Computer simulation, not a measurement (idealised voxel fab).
The process module that follows is named voxel gate over fins.
The cross-section shown here is cut; it is 240 nm wide and divided into square cells measuring 5 nm on a side.
A cross-section in this document is a grid of square cells, and it is written down as bands, the top band listed before the ones below it; a band is made up of one or more rows of cells.
In this notation a band is specified by the heights of its top and bottom, in that order and in nm, after which its materials appear from left to right, each paired with its width in nm. The word "all across" attached to a single material means that material fills the band from edge to edge; the word "blank" stands for empty space.
Beneath 0, the wafer as received is one material, and that level is where height counting begins. The lowest band goes on downward without a bottom; it is written like "0 down".
So if you see something like "30 to 40" for the width, read it as the top row of the band sitting at the first number and the bottom row at the second, with every row in between moving by the same amount as the last.
Given "left unchanged" for a step, no cell of the cross-section differs between before and after that step.
The entry "Closed cavities" lists the empty spaces that cover at least 8 cells and have no open path to the top. Each is written as width x height at distance, where the distance is measured from the left edge and all three values are in nm.
That trailing text on a step's line, after the settings, is the simulator's own remark on the step.
The "overlay nm" setting may appear on a step's line; for a step that uses a mask, it gives how far to the right of its planned position the mask lay, and a negative value indicates the left.
**The planned process steps are enumerated hereunder**
1: RECEIVE [material Si]
2: CONFORMAL_DEP [material SiN] [thk nm 5]
3: PATTERN [tone cover] [mask id FINS] [material resist] [width nm 15] [pitch nm 40] [thk nm 15] [overlay nm 0]
4: DIRECTIONAL_ETCH [etch materials SiN] [depth nm 5]
5: DIRECTIONAL_ETCH [etch materials Si] [depth nm 30]
6: STRIP [etch materials resist]
7: OXIDIZE [depth nm 5]
8: FILL_DEP [material SiO2] [thk nm 15]
9: CMP [height nm 5]
10: SELECTIVE_ETCH [etch materials SiO2] [depth nm 15]
11: STRIP [etch materials SiN]
12: CONFORMAL_DEP [material HfO2] [thk nm 5]
13: CONFORMAL_DEP [material TiN] [thk nm 5]
14: FILL_DEP [material W] [thk nm 10]
15: CMP [height nm 15]
16: CONFORMAL_DEP [material SiN] [thk nm 5]
**first wafer, as planned**
**Delivered wafer in cross-section: state after step 1**
	0 down = Si all across
	Closed cavities: none
**Cross-section: wafer state after step 2**
	5 to 0 = SiN all across
	Note: structure below 0 unchanged.
**Cross-section: wafer state after step 3**
	20 to 5 = 50 blank, then 15 resist, then 25 blank, then 15 resist, then 25 blank, then 15 resist, then 25 blank, then 15 resist, then 55 blank
	Note: structure below 5 unchanged.
**Cross-section: wafer state after step 4**
	20 to 5 = 50 blank, then 15 resist, then 25 blank, then 15 resist, then 25 blank, then 15 resist, then 25 blank, then 15 resist, then 55 blank
	5 to 0 = 50 blank, then 15 SiN, then 25 blank, then 15 SiN, then 25 blank, then 15 SiN, then 25 blank, then 15 SiN, then 55 blank
	Note: structure below 0 unchanged.
**Cross-section: wafer state after step 5**
	20 to 5 = 50 blank, then 15 resist, then 25 blank, then 15 resist, then 25 blank, then 15 resist, then 25 blank, then 15 resist, then 55 blank
	5 to 0 = 50 blank, then 15 SiN, then 25 blank, then 15 SiN, then 25 blank, then 15 SiN, then 25 blank, then 15 SiN, then 55 blank
	0 to -30 = 50 blank, then 15 Si, then 25 blank, then 15 Si, then 25 blank, then 15 Si, then 25 blank, then 15 Si, then 55 blank
	Note: structure below -30 unchanged.
**Cross-section: wafer state after step 6**
	5 to 0 = 50 blank, then 15 SiN, then 25 blank, then 15 SiN, then 25 blank, then 15 SiN, then 25 blank, then 15 SiN, then 55 blank
	Note: structure below 0 unchanged.
**Cross-section: wafer state after step 7**
	5 to 0 = 50 blank, then 15 SiN, then 25 blank, then 15 SiN, then 25 blank, then 15 SiN, then 25 blank, then 15 SiN, then 55 blank
	0 to -30 = 50 blank, then 5 SiO2, then 5 Si, then 5 SiO2, then 25 blank, then 5 SiO2, then 5 Si, then 5 SiO2, then 25 blank, then 5 SiO2, then 5 Si, then 5 SiO2, then 25 blank, then 5 SiO2, then 5 Si, then 5 SiO2, then 55 blank
	-30 to -35 = 55 SiO2, then 5 Si, then 35 SiO2, then 5 Si, then 35 SiO2, then 5 Si, then 35 SiO2, then 5 Si, then 60 SiO2
	Note: structure below -35 unchanged.
**Cross-section: wafer state after step 8**
	20 to 5 = SiO2 all across
	5 to 0 = 50 SiO2, then 15 SiN, then 25 SiO2, then 15 SiN, then 25 SiO2, then 15 SiN, then 25 SiO2, then 15 SiN, then 55 SiO2
	0 to -35 = 55 SiO2, then 5 Si, then 35 SiO2, then 5 Si, then 35 SiO2, then 5 Si, then 35 SiO2, then 5 Si, then 60 SiO2
	Note: structure below -35 unchanged.
**Cross-section: wafer state after step 9**
	5 to 0 = 50 SiO2, then 15 SiN, then 25 SiO2, then 15 SiN, then 25 SiO2, then 15 SiN, then 25 SiO2, then 15 SiN, then 55 SiO2
	Note: structure below 0 unchanged.
**Cross-section: wafer state after step 10**
	5 to 0 = 50 blank, then 15 SiN, then 25 blank, then 15 SiN, then 25 blank, then 15 SiN, then 25 blank, then 15 SiN, then 55 blank
	0 to -10 = 55 blank, then 5 Si, then 35 blank, then 5 Si, then 35 blank, then 5 Si, then 35 blank, then 5 Si, then 60 blank
	Note: structure below -10 unchanged.
**Cross-section: wafer state after step 11**
	0 to -10 = 55 blank, then 5 Si, then 35 blank, then 5 Si, then 35 blank, then 5 Si, then 35 blank, then 5 Si, then 60 blank
	Note: structure below -10 unchanged.
**Cross-section: wafer state after step 12**
	5 to 0 = 50 blank, then 15 HfO2, then 25 blank, then 15 HfO2, then 25 blank, then 15 HfO2, then 25 blank, then 15 HfO2, then 55 blank
	0 to -5 = 50 blank, then 5 HfO2, then 5 Si, then 5 HfO2, then 25 blank, then 5 HfO2, then 5 Si, then 5 HfO2, then 25 blank, then 5 HfO2, then 5 Si, then 5 HfO2, then 25 blank, then 5 HfO2, then 5 Si, then 5 HfO2, then 55 blank
	-5 to -10 = 55 HfO2, then 5 Si, then 35 HfO2, then 5 Si, then 35 HfO2, then 5 Si, then 35 HfO2, then 5 Si, then 60 HfO2
	Note: structure below -10 unchanged.
**Cross-section: wafer state after step 13**
	10 to 5 = 45 blank, then 25 TiN, then 15 blank, then 25 TiN, then 15 blank, then 25 TiN, then 15 blank, then 25 TiN, then 50 blank
	5 to 0 = 45 blank, then 5 TiN, then 15 HfO2, then 5 TiN, then 15 blank, then 5 TiN, then 15 HfO2, then 5 TiN, then 15 blank, then 5 TiN, then 15 HfO2, then 5 TiN, then 15 blank, then 5 TiN, then 15 HfO2, then 5 TiN, then 50 blank
	0 to -5 = 50 TiN, then 5 HfO2, then 5 Si, then 5 HfO2, then 25 TiN, then 5 HfO2, then 5 Si, then 5 HfO2, then 25 TiN, then 5 HfO2, then 5 Si, then 5 HfO2, then 25 TiN, then 5 HfO2, then 5 Si, then 5 HfO2, then 55 TiN
	Note: structure below -5 unchanged.
**Cross-section: wafer state after step 14**
	20 to 10 = W all across
	10 to 5 = 45 W, then 25 TiN, then 15 W, then 25 TiN, then 15 W, then 25 TiN, then 15 W, then 25 TiN, then 50 W
	5 to 0 = 45 W, then 5 TiN, then 15 HfO2, then 5 TiN, then 15 W, then 5 TiN, then 15 HfO2, then 5 TiN, then 15 W, then 5 TiN, then 15 HfO2, then 5 TiN, then 15 W, then 5 TiN, then 15 HfO2, then 5 TiN, then 50 W
	Note: structure below 0 unchanged.
**Cross-section: wafer state after step 15**
	15 to 10 = W all across
	Note: structure below 10 unchanged.
**Cross-section: wafer state after step 16**
	20 to 15 = SiN all across
	Note: structure below 15 unchanged.
**Okay, second wafer. Nothing different at the start, nothing different in the plan, just one mistake somewhere in the running. As far as step 9, counting that step, it's the first wafer all over again**
**Planned end of step 10: second wafer, cross-section**
	5 to 0 = 50 SiO2, then 15 blank, then 25 SiO2, then 15 blank, then 25 SiO2, then 15 blank, then 25 SiO2, then 15 blank, then 55 SiO2
	Note: structure below 0 unchanged.
**Planned end of step 11: second wafer, cross-section**
	0 to -10 = 55 blank, then 5 Si, then 35 blank, then 5 Si, then 35 blank, then 5 Si, then 35 blank, then 5 Si, then 60 blank
	-10 to -15 = 35 SiO2, then 20 blank, then 5 Si, then 35 blank, then 5 Si, then 35 blank, then 5 Si, then 35 blank, then 5 Si, then 20 blank, then 40 SiO2
	Note: structure below -15 unchanged.
**Planned end of step 12: second wafer, cross-section**
	5 to 0 = 50 blank, then 15 HfO2, then 25 blank, then 15 HfO2, then 25 blank, then 15 HfO2, then 25 blank, then 15 HfO2, then 55 blank
	0 to -5 = 50 blank, then 5 HfO2, then 5 Si, then 5 HfO2, then 25 blank, then 5 HfO2, then 5 Si, then 5 HfO2, then 25 blank, then 5 HfO2, then 5 Si, then 5 HfO2, then 25 blank, then 5 HfO2, then 5 Si, then 5 HfO2, then 55 blank
	-5 to -10 = 40 HfO2, then 10 blank, then 5 HfO2, then 5 Si, then 5 HfO2, then 25 blank, then 5 HfO2, then 5 Si, then 5 HfO2, then 25 blank, then 5 HfO2, then 5 Si, then 5 HfO2, then 25 blank, then 5 HfO2, then 5 Si, then 5 HfO2, then 10 blank, then 45 HfO2
	-10 to -15 = 35 SiO2, then 20 HfO2, then 5 Si, then 35 HfO2, then 5 Si, then 35 HfO2, then 5 Si, then 35 HfO2, then 5 Si, then 20 HfO2, then 40 SiO2
	Note: structure below -15 unchanged.
**Planned end of step 13: second wafer, cross-section**
	10 to 5 = 45 blank, then 25 TiN, then 15 blank, then 25 TiN, then 15 blank, then 25 TiN, then 15 blank, then 25 TiN, then 50 blank
	5 to 0 = 45 blank, then 5 TiN, then 15 HfO2, then 5 TiN, then 15 blank, then 5 TiN, then 15 HfO2, then 5 TiN, then 15 blank, then 5 TiN, then 15 HfO2, then 5 TiN, then 15 blank, then 5 TiN, then 15 HfO2, then 5 TiN, then 50 blank
	0 to -5 = 50 TiN, then 5 HfO2, then 5 Si, then 5 HfO2, then 5 TiN, then 15 blank, then 5 TiN, then 5 HfO2, then 5 Si, then 5 HfO2, then 5 TiN, then 15 blank, then 5 TiN, then 5 HfO2, then 5 Si, then 5 HfO2, then 5 TiN, then 15 blank, then 5 TiN, then 5 HfO2, then 5 Si, then 5 HfO2, then 55 TiN
	-5 to -10 = 40 HfO2, then 10 TiN, then 5 HfO2, then 5 Si, then 5 HfO2, then 25 TiN, then 5 HfO2, then 5 Si, then 5 HfO2, then 25 TiN, then 5 HfO2, then 5 Si, then 5 HfO2, then 25 TiN, then 5 HfO2, then 5 Si, then 5 HfO2, then 10 TiN, then 45 HfO2
	Note: structure below -10 unchanged.
**Planned end of step 14: second wafer, cross-section**
	20 to 10 = W all across
	10 to 5 = 45 W, then 25 TiN, then 15 W, then 25 TiN, then 15 W, then 25 TiN, then 15 W, then 25 TiN, then 50 W
	5 to 0 = 45 W, then 5 TiN, then 15 HfO2, then 5 TiN, then 15 W, then 5 TiN, then 15 HfO2, then 5 TiN, then 15 W, then 5 TiN, then 15 HfO2, then 5 TiN, then 15 W, then 5 TiN, then 15 HfO2, then 5 TiN, then 50 W
	0 to -5 = 50 TiN, then 5 HfO2, then 5 Si, then 5 HfO2, then 5 TiN, then 15 W, then 5 TiN, then 5 HfO2, then 5 Si, then 5 HfO2, then 5 TiN, then 15 W, then 5 TiN, then 5 HfO2, then 5 Si, then 5 HfO2, then 5 TiN, then 15 W, then 5 TiN, then 5 HfO2, then 5 Si, then 5 HfO2, then 55 TiN
	Note: structure below -5 unchanged.
**Planned end of step 15: second wafer, cross-section**
	15 to 10 = W all across
	Note: structure below 10 unchanged.
**Planned end of step 16: second wafer, cross-section**
	20 to 15 = SiN all across
	Note: structure below 15 unchanged.
Against the plan, the run slipped here: steps 10 and 11 of the plan were each performed in the slot designated for the other
The second wafer ends with more or fewer cells of some materials than the first, per final count: HfO2: 10 more | SiO2: 29 fewer | TiN: 10 more | W: 9 more
